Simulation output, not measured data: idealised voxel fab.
process module | voxel transistor to metal
cross-section cut | 205 nm wide | cells 5 nm
A cross-section is a grid of square cells, given in bands from the top down. A band is one or more rows of cells.
Each band's line starts with the height of the band's top and of its bottom, in nm. Then come its materials from left to right, each with its width in nm. One material with "throughout" fills the band from edge to edge. "air" is empty space.
Height 0 is the level under which the wafer as received is all one material. The lowest band goes on downwards, as in "0 down".
A width such as "30 to 40" changes by the same amount from each row of cells to the next, from the band's top row to its bottom row.
"no change" after a step means that no cell of the cross-section changed.
closed voids: empty space of 8 cells or more with no open way to the top, each as width x height at its distance from the left edge, in nm
after a step's settings: what the simulator itself notes on the step
overlay nm, on a step with a mask: how far to the right of its planned place the mask lay; to the left if negative
plan
1 op RECEIVE | material Si
2 op CONFORMAL_DEP | material SiO2 | thk nm 5
3 op CONFORMAL_DEP | material SiN | thk nm 15
4 op PATTERN | tone cover | mask id ACTIVE | material resist | width nm 105 | thk nm 20 | overlay nm 0
5 op DIRECTIONAL_ETCH | etch materials SiN | depth nm 15
6 op DIRECTIONAL_ETCH | etch materials SiO2 | depth nm 5
7 op DIRECTIONAL_ETCH | etch materials Si | depth nm 30
8 op STRIP | etch materials resist
9 op OXIDIZE | depth nm 5
10 op FILL_DEP | material SiO2 | thk nm 15
11 op CMP | height nm 20
12 op SELECTIVE_ETCH | etch materials SiO2 | depth nm 15
13 op STRIP | etch materials SiN
14 op SELECTIVE_ETCH | etch materials SiO2 | depth nm 5
15 op OXIDIZE | depth nm 5
16 op DIRECTIONAL_DEP | material polySi | thk nm 25
17 op DIRECTIONAL_DEP | material SiCN | thk nm 10
18 op PATTERN | tone cover | mask id GATE | material resist | width nm 25 | thk nm 15 | overlay nm 0
19 op DIRECTIONAL_ETCH | etch materials SiCN | depth nm 20
20 op DIRECTIONAL_ETCH | etch materials polySi | depth nm 35
21 op STRIP | etch materials resist
22 op CONFORMAL_DEP | material SiN | thk nm 10
23 op DIRECTIONAL_ETCH | etch materials SiN | depth nm 10
24 op DIRECTIONAL_ETCH | etch materials SiO2 | depth nm 5
25 op EPI | material nSi | thk nm 5
26 op FILL_DEP | material SiO2 | thk nm 10
27 op CMP | height nm 25
28 op STRIP | etch materials polySi
29 op SELECTIVE_ETCH | etch materials SiO2 | depth nm 5
30 op CONFORMAL_DEP | material HfO2 | thk nm 5
31 op CONFORMAL_DEP | material TiN | thk nm 5
32 op FILL_DEP | material W | thk nm 10
33 op CMP | height nm 20
34 op DIRECTIONAL_DEP | material SiO2 | thk nm 15
35 op MASKED_ETCH | tone open | mask id CONTACT | width nm 15 | pitch nm 80 | etch materials SiO2 | depth nm 35 | overlay nm 0
36 op CONFORMAL_DEP | material TiN | thk nm 5
37 op FILL_DEP | material W | thk nm 5
38 op CMP | height nm 35
39 op DIRECTIONAL_DEP | material TiN | thk nm 5
40 op DIRECTIONAL_DEP | material W | thk nm 15
41 op DIRECTIONAL_DEP | material aC | thk nm 10
42 op PATTERN | tone cover | mask id METAL_1 | material resist | width nm 15 | pitch nm 80 | thk nm 25 | overlay nm 0
43 op DIRECTIONAL_ETCH | etch materials aC | depth nm 10
44 op STRIP | etch materials resist
45 op DIRECTIONAL_ETCH | etch materials W | depth nm 15
46 op DIRECTIONAL_ETCH | etch materials TiN | depth nm 5
47 op STRIP | etch materials aC
48 op CONFORMAL_DEP | material SiCN | thk nm 5
49 op FILL_DEP | material SiO2 | thk nm 10
50 op CMP | height nm 55
51 op CONFORMAL_DEP | material SiCN | thk nm 5
52 op DIRECTIONAL_DEP | material SiO2 | thk nm 30
53 op MASKED_ETCH | tone open | mask id METAL_2 | width nm 15 | pitch nm 80 | etch materials SiO2 | depth nm 20 | overlay nm 0
54 op DIRECTIONAL_DEP | material aC | thk nm 15
55 op PATTERN | tone open | mask id METAL_2_HOLES | material resist | width nm 15 | pitch nm 80 | thk nm 35 | overlay nm 0
56 op DIRECTIONAL_ETCH | etch materials aC | depth nm 15
57 op STRIP | etch materials resist
58 op DIRECTIONAL_ETCH | etch materials SiO2 | depth nm 10
59 op DIRECTIONAL_ETCH | etch materials SiCN | depth nm 5
60 op STRIP | etch materials aC
61 op CONFORMAL_DEP | material TiN | thk nm 5
62 op FILL_DEP | material Cu | thk nm 5
63 op CMP | height nm 90
64 op CONFORMAL_DEP | material SiCN | thk nm 5
as received, after step 1
  0 down: Si throughout
  closed voids: none
a wafer at the end: this start, this plan, one mistake
  95 to 90: SiCN throughout
  90 to 60: SiO2 55 | TiN 5 | Cu 5 | TiN 5 | SiO2 65 | TiN 5 | Cu 5 | TiN 5 | SiO2 55
  60 to 55: SiCN 55 | TiN 15 | SiCN 65 | TiN 15 | SiCN 55
  55 to 40: SiO2 50 | SiCN 5 | W 15 | SiCN 5 | SiO2 55 | SiCN 5 | W 15 | SiCN 5 | SiO2 50
  40 to 35: SiCN 55 | TiN 15 | SiCN 65 | TiN 15 | SiCN 55
  35 to 20: SiO2 55 | TiN 5 | W 5 | TiN 5 | SiO2 65 | TiN 5 | W 5 | TiN 5 | SiO2 55
  20 to 10: SiO2 55 | TiN 5 | W 5 | TiN 5 | SiO2 10 | SiN 10 | HfO2 5 | TiN 5 | W 5 | TiN 5 | HfO2 5 | SiN 10 | SiO2 10 | TiN 5 | W 5 | TiN 5 | SiO2 55
  10 to 5: SiO2 55 | TiN 15 | SiO2 10 | SiN 10 | HfO2 5 | TiN 15 | HfO2 5 | SiN 10 | SiO2 10 | TiN 15 | SiO2 55
  5 to 0: SiO2 45 | SiN 10 | nSi 25 | SiO2 5 | HfO2 35 | SiO2 5 | nSi 25 | SiN 10 | SiO2 45
  0 to -35: SiO2 55 | Si 95 | SiO2 55
  -35 down: Si throughout
  closed voids: none
what went wrong: steps 13 and 14 were swapped
